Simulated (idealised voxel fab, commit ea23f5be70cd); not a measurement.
This section sets out a process module, namely voxel gate over fins.
The width of the displayed cross-section, cut, is 215 nm; its cells are square, with a size of 5 nm.
Each cross-section below is a grid of square cells, stated as bands in top-down order, with one or more rows of cells making up each band. Heads up on the band format: heights come first, top then bottom, in nm. After that it's the materials left to right, each with its width in nm. A single material flagged "edge to edge" fills the whole band edge to edge, and "air" means there's empty space there. The reference from which all heights are counted is 0, the level beneath which the as-received wafer is entirely one material; the lowest band, having no lower bound, proceeds downward and is written after the example "from 0 down". Quick explanation for "30->40": the width changes in equal steps down the rows of cells, from the first number in the band's top row to the second number in its bottom row. Where a step carries "nothing got changed", the cross-section came out of it unchanged, cell for cell. "Cavities, sealed" contains a list of empty spaces, each no smaller than 8 cells and without an open way to the top, written in the form width x height at distance with the distance from the left edge and all three in nm. after a step's settings: what the simulator itself notes on the step. The optional step-line setting "overlay nm" applies to steps with a mask and quantifies how far to the right of its planned location the mask lay, a negative value indicating leftward placement. Note on reading: below, each pair holds a cross-section from before one process step and one from after it; the one from after shows only down to the lowest band that changed. Beneath the pair, the step in between is stated along with its settings. The pairs can stem from different runs of this module on the same starting wafer. Where a pair's entry headed "Pre-process" says so, and only there, that pair continues from the pair above it.
-- Pre-process
> from 35 to 20 | W edge to edge
> from 20 to 15 | 20 nm W; 175 nm TiN; 20 nm W
> from 15 to 10 | 20 nm W; 5 nm TiN; 165 nm TiAl; 5 nm TiN; 20 nm W
> from 10 to 5 | 25 nm TiN; 5 nm TiAl; 35 nm TiN; 5 nm TiAl; 35 nm TiN; 5 nm TiAl; 35 nm TiN; 5 nm TiAl; 35 nm TiN; 5 nm TiAl; 25 nm TiN
> from 5 to 0 | 30 nm TiAl; 5 nm TiN; 25 nm HfO2; 5 nm TiN; 5 nm TiAl; 5 nm TiN; 25 nm HfO2; 5 nm TiN; 5 nm TiAl; 5 nm TiN; 25 nm HfO2; 5 nm TiN; 5 nm TiAl; 5 nm TiN; 25 nm HfO2; 5 nm TiN; 30 nm TiAl
> from 0 to -5 | 35 nm TiN; 5 nm HfO2; 15 nm Si; 5 nm HfO2; 5 nm TiN; 5 nm TiAl; 5 nm TiN; 5 nm HfO2; 15 nm Si; 5 nm HfO2; 5 nm TiN; 5 nm TiAl; 5 nm TiN; 5 nm HfO2; 15 nm Si; 5 nm HfO2; 5 nm TiN; 5 nm TiAl; 5 nm TiN; 5 nm HfO2; 15 nm Si; 5 nm HfO2; 35 nm TiN
> from -5 to -10 | 25 nm HfO2; 10 nm TiN; 5 nm HfO2; 15 nm Si; 5 nm HfO2; 5 nm TiN; 5 nm TiAl; 5 nm TiN; 5 nm HfO2; 15 nm Si; 5 nm HfO2; 5 nm TiN; 5 nm TiAl; 5 nm TiN; 5 nm HfO2; 15 nm Si; 5 nm HfO2; 5 nm TiN; 5 nm TiAl; 5 nm TiN; 5 nm HfO2; 15 nm Si; 5 nm HfO2; 10 nm TiN; 25 nm HfO2
> from -10 to -15 | 20 nm SiO2; 5 nm HfO2; 10 nm TiN; 5 nm HfO2; 15 nm Si; 5 nm HfO2; 15 nm TiN; 5 nm HfO2; 15 nm Si; 5 nm HfO2; 15 nm TiN; 5 nm HfO2; 15 nm Si; 5 nm HfO2; 15 nm TiN; 5 nm HfO2; 15 nm Si; 5 nm HfO2; 10 nm TiN; 5 nm HfO2; 20 nm SiO2
> from -15 to -20 | 20 nm SiO2; 20 nm HfO2; 15 nm Si; 25 nm HfO2; 15 nm Si; 25 nm HfO2; 15 nm Si; 25 nm HfO2; 15 nm Si; 20 nm HfO2; 20 nm SiO2
> from -20 to -40 | 40 nm SiO2; 15 nm Si; 25 nm SiO2; 15 nm Si; 25 nm SiO2; 15 nm Si; 25 nm SiO2; 15 nm Si; 40 nm SiO2
> from -40 down | Si edge to edge
> Cavities, sealed: none
-- Resultant Cross-Section
> from 30 to 20 | W edge to edge
> Anything lower than 20 is untouched.
> Cavities, sealed: none
Connecting step for the cross-sections above: CMP | height nm 30
Pre-process: it's just the after picture from the pair right above this one.
-- Resultant Cross-Section
> from 40 to 30 | SiN edge to edge
> Anything lower than 30 is untouched.
> Cavities, sealed: none
Connecting step for the cross-sections above: CONFORMAL_DEP | material SiN | thk nm 10
-- Pre-process
> from 25 to 10 | 40 nm air; 15 nm resist; 25 nm air; 15 nm resist; 25 nm air; 15 nm resist; 25 nm air; 15 nm resist; 40 nm air
> from 10 to 0 | 40 nm air; 15 nm SiN; 25 nm air; 15 nm SiN; 25 nm air; 15 nm SiN; 25 nm air; 15 nm SiN; 40 nm air
> from 0 down | Si edge to edge
> Cavities, sealed: none
-- Resultant Cross-Section
> from 25 to 10 | 40 nm air; 15 nm resist; 25 nm air; 15 nm resist; 25 nm air; 15 nm resist; 25 nm air; 15 nm resist; 40 nm air
> from 10 to 0 | 40 nm air; 15 nm SiN; 25 nm air; 15 nm SiN; 25 nm air; 15 nm SiN; 25 nm air; 15 nm SiN; 40 nm air
> from 0 to -30 | 40 nm air; 15 nm Si; 25 nm air; 15 nm Si; 25 nm air; 15 nm Si; 25 nm air; 15 nm Si; 40 nm air
> Anything lower than -30 is untouched.
> Cavities, sealed: none
Connecting step for the cross-sections above: DIRECTIONAL_ETCH | etch materials Si | depth nm 30
Pre-process: it's just the after picture from the pair right above this one.
-- Resultant Cross-Section
> from 10 to 0 | 40 nm air; 15 nm SiN; 25 nm air; 15 nm SiN; 25 nm air; 15 nm SiN; 25 nm air; 15 nm SiN; 40 nm air
> Anything lower than 0 is untouched.
> Cavities, sealed: none
Connecting step for the cross-sections above: STRIP | etch materials resist
Pre-process: it's just the after picture from the pair right above this one.
-- Resultant Cross-Section
> from 25 to 10 | SiO2 edge to edge
> from 10 to 0 | 40 nm SiO2; 15 nm SiN; 25 nm SiO2; 15 nm SiN; 25 nm SiO2; 15 nm SiN; 25 nm SiO2; 15 nm SiN; 40 nm SiO2
> from 0 to -30 | 40 nm SiO2; 15 nm Si; 25 nm SiO2; 15 nm Si; 25 nm SiO2; 15 nm Si; 25 nm SiO2; 15 nm Si; 40 nm SiO2
> Anything lower than -30 is untouched.
> Cavities, sealed: none
Connecting step for the cross-sections above: FILL_DEP | material SiO2 | thk nm 15
Pre-process: it's just the after picture from the pair right above this one.
-- Resultant Cross-Section
> from 10 to 0 | 40 nm SiO2; 15 nm SiN; 25 nm SiO2; 15 nm SiN; 25 nm SiO2; 15 nm SiN; 25 nm SiO2; 15 nm SiN; 40 nm SiO2
> Anything lower than 0 is untouched.
> Cavities, sealed: none
Connecting step for the cross-sections above: CMP | height nm 10
Pre-process: it's just the after picture from the pair right above this one.
-- Resultant Cross-Section
> from 10 to 0 | 40 nm air; 15 nm SiN; 25 nm air; 15 nm SiN; 25 nm air; 15 nm SiN; 25 nm air; 15 nm SiN; 40 nm air
> from 0 to -10 | 40 nm air; 15 nm Si; 25 nm air; 15 nm Si; 25 nm air; 15 nm Si; 25 nm air; 15 nm Si; 40 nm air
> Anything lower than -10 is untouched.
> Cavities, sealed: none
Connecting step for the cross-sections above: SELECTIVE_ETCH | etch materials SiO2 | depth nm 20
Pre-process: it's just the after picture from the pair right above this one.
-- Resultant Cross-Section
> from 0 to -10 | 40 nm air; 15 nm Si; 25 nm air; 15 nm Si; 25 nm air; 15 nm Si; 25 nm air; 15 nm Si; 40 nm air
> Anything lower than -10 is untouched.
> Cavities, sealed: none
Connecting step for the cross-sections above: STRIP | etch materials SiN
Pre-process: it's just the after picture from the pair right above this one.
-- Resultant Cross-Section
> from 5 to 0 | 35 nm air; 25 nm HfO2; 15 nm air; 25 nm HfO2; 15 nm air; 25 nm HfO2; 15 nm air; 25 nm HfO2; 35 nm air
> from 0 to -5 | 35 nm air; 5 nm HfO2; 15 nm Si; 5 nm HfO2; 15 nm air; 5 nm HfO2; 15 nm Si; 5 nm HfO2; 15 nm air; 5 nm HfO2; 15 nm Si; 5 nm HfO2; 15 nm air; 5 nm HfO2; 15 nm Si; 5 nm HfO2; 35 nm air
> from -5 to -10 | 40 nm HfO2; 15 nm Si; 25 nm HfO2; 15 nm Si; 25 nm HfO2; 15 nm Si; 25 nm HfO2; 15 nm Si; 40 nm HfO2
> Anything lower than -10 is untouched.
> Cavities, sealed: none
Connecting step for the cross-sections above: CONFORMAL_DEP | material HfO2 | thk nm 5
Pre-process: it's just the after picture from the pair right above this one.
-- Resultant Cross-Section
> from 10 to 5 | 30 nm air; 35 nm TiN; 5 nm air; 35 nm TiN; 5 nm air; 35 nm TiN; 5 nm air; 35 nm TiN; 30 nm air
> from 5 to 0 | 30 nm air; 5 nm TiN; 25 nm HfO2; 5 nm TiN; 5 nm air; 5 nm TiN; 25 nm HfO2; 5 nm TiN; 5 nm air; 5 nm TiN; 25 nm HfO2; 5 nm TiN; 5 nm air; 5 nm TiN; 25 nm HfO2; 5 nm TiN; 30 nm air
> from 0 to -5 | 35 nm TiN; 5 nm HfO2; 15 nm Si; 5 nm HfO2; 15 nm TiN; 5 nm HfO2; 15 nm Si; 5 nm HfO2; 15 nm TiN; 5 nm HfO2; 15 nm Si; 5 nm HfO2; 15 nm TiN; 5 nm HfO2; 15 nm Si; 5 nm HfO2; 35 nm TiN
> Anything lower than -5 is untouched.
> Cavities, sealed: none
Connecting step for the cross-sections above: CONFORMAL_DEP | material TiN | thk nm 5
Pre-process: it's just the after picture from the pair right above this one.
-- Resultant Cross-Section
> from 15 to 10 | 25 nm air; 165 nm TiAl; 25 nm air
> from 10 to 5 | 25 nm air; 5 nm TiAl; 35 nm TiN; 5 nm TiAl; 35 nm TiN; 5 nm TiAl; 35 nm TiN; 5 nm TiAl; 35 nm TiN; 5 nm TiAl; 25 nm air
> from 5 to 0 | 30 nm TiAl; 5 nm TiN; 25 nm HfO2; 5 nm TiN; 5 nm TiAl; 5 nm TiN; 25 nm HfO2; 5 nm TiN; 5 nm TiAl; 5 nm TiN; 25 nm HfO2; 5 nm TiN; 5 nm TiAl; 5 nm TiN; 25 nm HfO2; 5 nm TiN; 30 nm TiAl
> Anything lower than 0 is untouched.
> Cavities, sealed: none
Connecting step for the cross-sections above: CONFORMAL_DEP | material TiAl | thk nm 5
Pre-process: it's just the after picture from the pair right above this one.
-- Resultant Cross-Section
> from 20 to 15 | 20 nm air; 175 nm TiN; 20 nm air
> from 15 to 10 | 20 nm air; 5 nm TiN; 165 nm TiAl; 5 nm TiN; 20 nm air
> from 10 to 5 | 25 nm TiN; 5 nm TiAl; 35 nm TiN; 5 nm TiAl; 35 nm TiN; 5 nm TiAl; 35 nm TiN; 5 nm TiAl; 35 nm TiN; 5 nm TiAl; 25 nm TiN
> Anything lower than 5 is untouched.
> Cavities, sealed: none
Connecting step for the cross-sections above: CONFORMAL_DEP | material TiN | thk nm 5
Pre-process: it's just the after picture from the pair right above this one.
-- Resultant Cross-Section
> from 35 to 20 | W edge to edge
> from 20 to 15 | 20 nm W; 175 nm TiN; 20 nm W
> from 15 to 10 | 20 nm W; 5 nm TiN; 165 nm TiAl; 5 nm TiN; 20 nm W
> Anything lower than 10 is untouched.
> Cavities, sealed: none
Connecting step for the cross-sections above: FILL_DEP | material W | thk nm 15
Pre-process: it's just the after picture from the pair right above this one.
-- Resultant Cross-Section
> from 30 to 20 | W edge to edge
> Anything lower than 20 is untouched.
> Cavities, sealed: none
Connecting step for the cross-sections above: CMP | height nm 30
Pre-process: it's just the after picture from the pair right above this one.
-- Resultant Cross-Section
> from 40 to 30 | SiN edge to edge
> Anything lower than 30 is untouched.
> Cavities, sealed: none
Connecting step for the cross-sections above: CONFORMAL_DEP | material SiN | thk nm 10
-- Pre-process
> from 10 to 0 | SiN edge to edge
> from 0 down | Si edge to edge
> Cavities, sealed: none
-- Resultant Cross-Section
> from 25 to 10 | 40 nm air; 20 nm resist; 20 nm air; 20 nm resist; 20 nm air; 20 nm resist; 20 nm air; 20 nm resist; 35 nm air
> Anything lower than 10 is untouched.
> Cavities, sealed: none
Connecting step for the cross-sections above: PATTERN | tone cover | mask id FINS | material resist | width nm 20 | pitch nm 40 | thk nm 15 | overlay nm 0
Pre-process: it's just the after picture from the pair right above this one.
-- Resultant Cross-Section
> from 25 to 10 | 40 nm air; 20 nm resist; 20 nm air; 20 nm resist; 20 nm air; 20 nm resist; 20 nm air; 20 nm resist; 35 nm air
> from 10 to 0 | 40 nm air; 20 nm SiN; 20 nm air; 20 nm SiN; 20 nm air; 20 nm SiN; 20 nm air; 20 nm SiN; 35 nm air
> Anything lower than 0 is untouched.
> Cavities, sealed: none
Connecting step for the cross-sections above: DIRECTIONAL_ETCH | etch materials SiN | depth nm 10
Pre-process: it's just the after picture from the pair right above this one.
-- Resultant Cross-Section
> from 25 to 10 | 40 nm air; 20 nm resist; 20 nm air; 20 nm resist; 20 nm air; 20 nm resist; 20 nm air; 20 nm resist; 35 nm air
> from 10 to 0 | 40 nm air; 20 nm SiN; 20 nm air; 20 nm SiN; 20 nm air; 20 nm SiN; 20 nm air; 20 nm SiN; 35 nm air
> from 0 to -40 | 40 nm air; 20 nm Si; 20 nm air; 20 nm Si; 20 nm air; 20 nm Si; 20 nm air; 20 nm Si; 35 nm air
> Anything lower than -40 is untouched.
> Cavities, sealed: none
Connecting step for the cross-sections above: DIRECTIONAL_ETCH | etch materials Si | depth nm 40
Pre-process: it's just the after picture from the pair right above this one.
-- Resultant Cross-Section
> from 10 to 0 | 40 nm air; 20 nm SiN; 20 nm air; 20 nm SiN; 20 nm air; 20 nm SiN; 20 nm air; 20 nm SiN; 35 nm air
> Anything lower than 0 is untouched.
> Cavities, sealed: none
Connecting step for the cross-sections above: STRIP | etch materials resist
Pre-process: it's just the after picture from the pair right above this one.
-- Resultant Cross-Section
> from 25 to 10 | SiO2 edge to edge
> from 10 to 0 | 40 nm SiO2; 20 nm SiN; 20 nm SiO2; 20 nm SiN; 20 nm SiO2; 20 nm SiN; 20 nm SiO2; 20 nm SiN; 35 nm SiO2
> from 0 to -40 | 40 nm SiO2; 20 nm Si; 20 nm SiO2; 20 nm Si; 20 nm SiO2; 20 nm Si; 20 nm SiO2; 20 nm Si; 35 nm SiO2
> Anything lower than -40 is untouched.
> Cavities, sealed: none
Connecting step for the cross-sections above: FILL_DEP | material SiO2 | thk nm 15
Pre-process: it's just the after picture from the pair right above this one.
-- Resultant Cross-Section
> from 10 to 0 | 40 nm SiO2; 20 nm SiN; 20 nm SiO2; 20 nm SiN; 20 nm SiO2; 20 nm SiN; 20 nm SiO2; 20 nm SiN; 35 nm SiO2
> Anything lower than 0 is untouched.
> Cavities, sealed: none
Connecting step for the cross-sections above: CMP | height nm 10
Pre-process: it's just the after picture from the pair right above this one.
-- Resultant Cross-Section
> from 10 to 0 | 40 nm air; 20 nm SiN; 20 nm air; 20 nm SiN; 20 nm air; 20 nm SiN; 20 nm air; 20 nm SiN; 35 nm air
> from 0 to -10 | 40 nm air; 20 nm Si; 20 nm air; 20 nm Si; 20 nm air; 20 nm Si; 20 nm air; 20 nm Si; 35 nm air
> Anything lower than -10 is untouched.
> Cavities, sealed: none
Connecting step for the cross-sections above: SELECTIVE_ETCH | etch materials SiO2 | depth nm 20
Pre-process: it's just the after picture from the pair right above this one.
-- Resultant Cross-Section
> from 0 to -10 | 40 nm air; 20 nm Si; 20 nm air; 20 nm Si; 20 nm air; 20 nm Si; 20 nm air; 20 nm Si; 35 nm air
> Anything lower than -10 is untouched.
> Cavities, sealed: none
Connecting step for the cross-sections above: STRIP | etch materials SiN
Pre-process: it's just the after picture from the pair right above this one.
-- Resultant Cross-Section
> from 5 to 0 | 35 nm air; 30 nm HfO2; 10 nm air; 30 nm HfO2; 10 nm air; 30 nm HfO2; 10 nm air; 30 nm HfO2; 30 nm air
> from 0 to -5 | 35 nm air; 5 nm HfO2; 20 nm Si; 5 nm HfO2; 10 nm air; 5 nm HfO2; 20 nm Si; 5 nm HfO2; 10 nm air; 5 nm HfO2; 20 nm Si; 5 nm HfO2; 10 nm air; 5 nm HfO2; 20 nm Si; 5 nm HfO2; 30 nm air
> from -5 to -10 | 40 nm HfO2; 20 nm Si; 20 nm HfO2; 20 nm Si; 20 nm HfO2; 20 nm Si; 20 nm HfO2; 20 nm Si; 35 nm HfO2
> Anything lower than -10 is untouched.
> Cavities, sealed: none
Connecting step for the cross-sections above: CONFORMAL_DEP | material HfO2 | thk nm 5
Pre-process: it's just the after picture from the pair right above this one.
-- Resultant Cross-Section
> from 10 to 5 | 30 nm air; 160 nm TiN; 25 nm air
> from 5 to 0 | 30 nm air; 5 nm TiN; 30 nm HfO2; 10 nm TiN; 30 nm HfO2; 10 nm TiN; 30 nm HfO2; 10 nm TiN; 30 nm HfO2; 5 nm TiN; 25 nm air
> from 0 to -5 | 35 nm TiN; 5 nm HfO2; 20 nm Si; 5 nm HfO2; 10 nm TiN; 5 nm HfO2; 20 nm Si; 5 nm HfO2; 10 nm TiN; 5 nm HfO2; 20 nm Si; 5 nm HfO2; 10 nm TiN; 5 nm HfO2; 20 nm Si; 5 nm HfO2; 30 nm TiN
> Anything lower than -5 is untouched.
> Cavities, sealed: none
Connecting step for the cross-sections above: CONFORMAL_DEP | material TiN | thk nm 5
Pre-process: it's just the after picture from the pair right above this one.
-- Resultant Cross-Section
> from 15 to 10 | 25 nm air; 170 nm TiAl; 20 nm air
> from 10 to 5 | 25 nm air; 5 nm TiAl; 160 nm TiN; 5 nm TiAl; 20 nm air
> from 5 to 0 | 30 nm TiAl; 5 nm TiN; 30 nm HfO2; 10 nm TiN; 30 nm HfO2; 10 nm TiN; 30 nm HfO2; 10 nm TiN; 30 nm HfO2; 5 nm TiN; 25 nm TiAl
> Anything lower than 0 is untouched.
> Cavities, sealed: none
Connecting step for the cross-sections above: CONFORMAL_DEP | material TiAl | thk nm 5
Pre-process: it's just the after picture from the pair right above this one.
-- Resultant Cross-Section
> from 20 to 15 | 20 nm air; 180 nm TiN; 15 nm air
> from 15 to 10 | 20 nm air; 5 nm TiN; 170 nm TiAl; 5 nm TiN; 15 nm air
> from 10 to 5 | 25 nm TiN; 5 nm TiAl; 160 nm TiN; 5 nm TiAl; 20 nm TiN
> Anything lower than 5 is untouched.
> Cavities, sealed: none
Connecting step for the cross-sections above: CONFORMAL_DEP | material TiN | thk nm 5
Pre-process: it's just the after picture from the pair right above this one.
-- Resultant Cross-Section
> from 35 to 20 | W edge to edge
> from 20 to 15 | 20 nm W; 180 nm TiN; 15 nm W
> from 15 to 10 | 20 nm W; 5 nm TiN; 170 nm TiAl; 5 nm TiN; 15 nm W
> Anything lower than 10 is untouched.
> Cavities, sealed: none
Connecting step for the cross-sections above: FILL_DEP | material W | thk nm 15
Pre-process: it's just the after picture from the pair right above this one.
-- Resultant Cross-Section
> from 30 to 20 | W edge to edge
> Anything lower than 20 is untouched.
> Cavities, sealed: none
Connecting step for the cross-sections above: CMP | height nm 30
Pre-process: it's just the after picture from the pair right above this one.
-- Resultant Cross-Section
> from 40 to 30 | SiN edge to edge
> Anything lower than 30 is untouched.
> Cavities, sealed: none
Connecting step for the cross-sections above: CONFORMAL_DEP | material SiN | thk nm 10
-- Pre-process
> from 10 to 0 | SiN edge to edge
> from 0 down | Si edge to edge
> Cavities, sealed: none
-- Resultant Cross-Section
> from 25 to 10 | 50 nm air; 15 nm resist; 25 nm air; 15 nm resist; 25 nm air; 15 nm resist; 25 nm air; 15 nm resist; 30 nm air
> Anything lower than 10 is untouched.
> Cavities, sealed: none
Connecting step for the cross-sections above: PATTERN | tone cover | mask id FINS | material resist | width nm 15 | pitch nm 40 | thk nm 15 | overlay nm 10
Pre-process: it's just the after picture from the pair right above this one.
-- Resultant Cross-Section
> from 25 to 10 | 50 nm air; 15 nm resist; 25 nm air; 15 nm resist; 25 nm air; 15 nm resist; 25 nm air; 15 nm resist; 30 nm air
> from 10 to 0 | 50 nm air; 15 nm SiN; 25 nm air; 15 nm SiN; 25 nm air; 15 nm SiN; 25 nm air; 15 nm SiN; 30 nm air
> Anything lower than 0 is untouched.
> Cavities, sealed: none
Connecting step for the cross-sections above: DIRECTIONAL_ETCH | etch materials SiN | depth nm 10
Pre-process: it's just the after picture from the pair right above this one.
-- Resultant Cross-Section
> from 25 to 10 | 50 nm air; 15 nm resist; 25 nm air; 15 nm resist; 25 nm air; 15 nm resist; 25 nm air; 15 nm resist; 30 nm air
> from 10 to 0 | 50 nm air; 15 nm SiN; 25 nm air; 15 nm SiN; 25 nm air; 15 nm SiN; 25 nm air; 15 nm SiN; 30 nm air
> from 0 to -40 | 50 nm air; 15 nm Si; 25 nm air; 15 nm Si; 25 nm air; 15 nm Si; 25 nm air; 15 nm Si; 30 nm air
> Anything lower than -40 is untouched.
> Cavities, sealed: none
Connecting step for the cross-sections above: DIRECTIONAL_ETCH | etch materials Si | depth nm 40
Pre-process: it's just the after picture from the pair right above this one.
-- Resultant Cross-Section
> from 10 to 0 | 50 nm air; 15 nm SiN; 25 nm air; 15 nm SiN; 25 nm air; 15 nm SiN; 25 nm air; 15 nm SiN; 30 nm air
> Anything lower than 0 is untouched.
> Cavities, sealed: none
Connecting step for the cross-sections above: STRIP | etch materials resist
Pre-process: it's just the after picture from the pair right above this one.
-- Resultant Cross-Section
> from 25 to 10 | SiO2 edge to edge
> from 10 to 0 | 50 nm SiO2; 15 nm SiN; 25 nm SiO2; 15 nm SiN; 25 nm SiO2; 15 nm SiN; 25 nm SiO2; 15 nm SiN; 30 nm SiO2
> from 0 to -40 | 50 nm SiO2; 15 nm Si; 25 nm SiO2; 15 nm Si; 25 nm SiO2; 15 nm Si; 25 nm SiO2; 15 nm Si; 30 nm SiO2
> Anything lower than -40 is untouched.
> Cavities, sealed: none
Connecting step for the cross-sections above: FILL_DEP | material SiO2 | thk nm 15
Pre-process: it's just the after picture from the pair right above this one.
-- Resultant Cross-Section
> from 10 to 0 | 50 nm SiO2; 15 nm SiN; 25 nm SiO2; 15 nm SiN; 25 nm SiO2; 15 nm SiN; 25 nm SiO2; 15 nm SiN; 30 nm SiO2
> Anything lower than 0 is untouched.
> Cavities, sealed: none
Connecting step for the cross-sections above: CMP | height nm 10
Pre-process: it's just the after picture from the pair right above this one.
-- Resultant Cross-Section
> from 10 to 0 | 50 nm air; 15 nm SiN; 25 nm air; 15 nm SiN; 25 nm air; 15 nm SiN; 25 nm air; 15 nm SiN; 30 nm air
> from 0 to -10 | 50 nm air; 15 nm Si; 25 nm air; 15 nm Si; 25 nm air; 15 nm Si; 25 nm air; 15 nm Si; 30 nm air
> Anything lower than -10 is untouched.
> Cavities, sealed: none
Connecting step for the cross-sections above: SELECTIVE_ETCH | etch materials SiO2 | depth nm 20
Pre-process: it's just the after picture from the pair right above this one.
-- Resultant Cross-Section
> from 0 to -10 | 50 nm air; 15 nm Si; 25 nm air; 15 nm Si; 25 nm air; 15 nm Si; 25 nm air; 15 nm Si; 30 nm air
> Anything lower than -10 is untouched.
> Cavities, sealed: none
Connecting step for the cross-sections above: STRIP | etch materials SiN
Pre-process: it's just the after picture from the pair right above this one.
-- Resultant Cross-Section
> from 5 to 0 | 45 nm air; 25 nm HfO2; 15 nm air; 25 nm HfO2; 15 nm air; 25 nm HfO2; 15 nm air; 25 nm HfO2; 25 nm air
> from 0 to -5 | 45 nm air; 5 nm HfO2; 15 nm Si; 5 nm HfO2; 15 nm air; 5 nm HfO2; 15 nm Si; 5 nm HfO2; 15 nm air; 5 nm HfO2; 15 nm Si; 5 nm HfO2; 15 nm air; 5 nm HfO2; 15 nm Si; 5 nm HfO2; 25 nm air
> from -5 to -10 | 50 nm HfO2; 15 nm Si; 25 nm HfO2; 15 nm Si; 25 nm HfO2; 15 nm Si; 25 nm HfO2; 15 nm Si; 30 nm HfO2
> Anything lower than -10 is untouched.
> Cavities, sealed: none
Connecting step for the cross-sections above: CONFORMAL_DEP | material HfO2 | thk nm 5
Pre-process: it's just the after picture from the pair right above this one.
-- Resultant Cross-Section
> from 10 to 5 | 40 nm air; 35 nm TiN; 5 nm air; 35 nm TiN; 5 nm air; 35 nm TiN; 5 nm air; 35 nm TiN; 20 nm air
> from 5 to 0 | 40 nm air; 5 nm TiN; 25 nm HfO2; 5 nm TiN; 5 nm air; 5 nm TiN; 25 nm HfO2; 5 nm TiN; 5 nm air; 5 nm TiN; 25 nm HfO2; 5 nm TiN; 5 nm air; 5 nm TiN; 25 nm HfO2; 5 nm TiN; 20 nm air
> from 0 to -5 | 45 nm TiN; 5 nm HfO2; 15 nm Si; 5 nm HfO2; 15 nm TiN; 5 nm HfO2; 15 nm Si; 5 nm HfO2; 15 nm TiN; 5 nm HfO2; 15 nm Si; 5 nm HfO2; 15 nm TiN; 5 nm HfO2; 15 nm Si; 5 nm HfO2; 25 nm TiN
> Anything lower than -5 is untouched.
> Cavities, sealed: none
Connecting step for the cross-sections above: CONFORMAL_DEP | material TiN | thk nm 5
Pre-process: it's just the after picture from the pair right above this one.
-- Resultant Cross-Section
> from 15 to 10 | 35 nm air; 165 nm TiAl; 15 nm air
> from 10 to 5 | 35 nm air; 5 nm TiAl; 35 nm TiN; 5 nm TiAl; 35 nm TiN; 5 nm TiAl; 35 nm TiN; 5 nm TiAl; 35 nm TiN; 5 nm TiAl; 15 nm air
> from 5 to 0 | 40 nm TiAl; 5 nm TiN; 25 nm HfO2; 5 nm TiN; 5 nm TiAl; 5 nm TiN; 25 nm HfO2; 5 nm TiN; 5 nm TiAl; 5 nm TiN; 25 nm HfO2; 5 nm TiN; 5 nm TiAl; 5 nm TiN; 25 nm HfO2; 5 nm TiN; 20 nm TiAl
> Anything lower than 0 is untouched.
> Cavities, sealed: none
Connecting step for the cross-sections above: CONFORMAL_DEP | material TiAl | thk nm 5
Pre-process: it's just the after picture from the pair right above this one.
-- Resultant Cross-Section
> from 20 to 15 | 30 nm air; 175 nm TiN; 10 nm air
> from 15 to 10 | 30 nm air; 5 nm TiN; 165 nm TiAl; 5 nm TiN; 10 nm air
> from 10 to 5 | 35 nm TiN; 5 nm TiAl; 35 nm TiN; 5 nm TiAl; 35 nm TiN; 5 nm TiAl; 35 nm TiN; 5 nm TiAl; 35 nm TiN; 5 nm TiAl; 15 nm TiN
> Anything lower than 5 is untouched.
> Cavities, sealed: none
Connecting step for the cross-sections above: CONFORMAL_DEP | material TiN | thk nm 5
Pre-process: it's just the after picture from the pair right above this one.
-- Resultant Cross-Section
> from 35 to 20 | W edge to edge
> from 20 to 15 | 30 nm W; 175 nm TiN; 10 nm W
> from 15 to 10 | 30 nm W; 5 nm TiN; 165 nm TiAl; 5 nm TiN; 10 nm W
> Anything lower than 10 is untouched.
> Cavities, sealed: none
Connecting step for the cross-sections above: FILL_DEP | material W | thk nm 15
Pre-process: it's just the after picture from the pair right above this one.
-- Resultant Cross-Section
> from 30 to 20 | W edge to edge
> Anything lower than 20 is untouched.
> Cavities, sealed: none
Connecting step for the cross-sections above: CMP | height nm 30
Pre-process: it's just the after picture from the pair right above this one.
-- Resultant Cross-Section
> from 40 to 30 | SiN edge to edge
> Anything lower than 30 is untouched.
> Cavities, sealed: none
Connecting step for the cross-sections above: CONFORMAL_DEP | material SiN | thk nm 10
-- Pre-process
> from 30 to 20 | W edge to edge
> from 20 to 15 | 20 nm W; 175 nm TiN; 20 nm W
> from 15 to 10 | 20 nm W; 5 nm TiN; 165 nm TiAl; 5 nm TiN; 20 nm W
> from 10 to 5 | 25 nm TiN; 5 nm TiAl; 35 nm TiN; 5 nm TiAl; 35 nm TiN; 5 nm TiAl; 35 nm TiN; 5 nm TiAl; 35 nm TiN; 5 nm TiAl; 25 nm TiN
> from 5 to 0 | 30 nm TiAl; 5 nm TiN; 25 nm HfO2; 5 nm TiN; 5 nm TiAl; 5 nm TiN; 25 nm HfO2; 5 nm TiN; 5 nm TiAl; 5 nm TiN; 25 nm HfO2; 5 nm TiN; 5 nm TiAl; 5 nm TiN; 25 nm HfO2; 5 nm TiN; 30 nm TiAl
> from 0 to -5 | 35 nm TiN; 5 nm HfO2; 15 nm Si; 5 nm HfO2; 15 nm TiN; 5 nm HfO2; 15 nm Si; 5 nm HfO2; 15 nm TiN; 5 nm HfO2; 15 nm Si; 5 nm HfO2; 15 nm TiN; 5 nm HfO2; 15 nm Si; 5 nm HfO2; 35 nm TiN
> from -5 to -10 | 40 nm HfO2; 15 nm Si; 25 nm HfO2; 15 nm Si; 25 nm HfO2; 15 nm Si; 25 nm HfO2; 15 nm Si; 40 nm HfO2
> from -10 to -40 | 40 nm SiO2; 15 nm Si; 25 nm SiO2; 15 nm Si; 25 nm SiO2; 15 nm Si; 25 nm SiO2; 15 nm Si; 40 nm SiO2
> from -40 down | Si edge to edge
> Cavities, sealed: none
-- Resultant Cross-Section
> from 40 to 30 | TiAl edge to edge
> Anything lower than 30 is untouched.
> Cavities, sealed: none
Connecting step for the cross-sections above: CONFORMAL_DEP | material TiAl | thk nm 10
-- Pre-process
> from 10 to 0 | SiN edge to edge
> from 0 down | Si edge to edge
> Cavities, sealed: none
-- Resultant Cross-Section
> from 25 to 10 | 40 nm resist; 15 nm air; 25 nm resist; 15 nm air; 25 nm resist; 15 nm air; 25 nm resist; 15 nm air; 40 nm resist
> Anything lower than 10 is untouched.
> Cavities, sealed: none
Connecting step for the cross-sections above: PATTERN | tone open | mask id FINS | material resist | width nm 15 | pitch nm 40 | thk nm 15 | overlay nm 0
Pre-process: it's just the after picture from the pair right above this one.
-- Resultant Cross-Section
> from 25 to 10 | 40 nm resist; 15 nm air; 25 nm resist; 15 nm air; 25 nm resist; 15 nm air; 25 nm resist; 15 nm air; 40 nm resist
> from 10 to 0 | 40 nm SiN; 15 nm air; 25 nm SiN; 15 nm air; 25 nm SiN; 15 nm air; 25 nm SiN; 15 nm air; 40 nm SiN
> Anything lower than 0 is untouched.
> Cavities, sealed: none
Connecting step for the cross-sections above: DIRECTIONAL_ETCH | etch materials SiN | depth nm 10
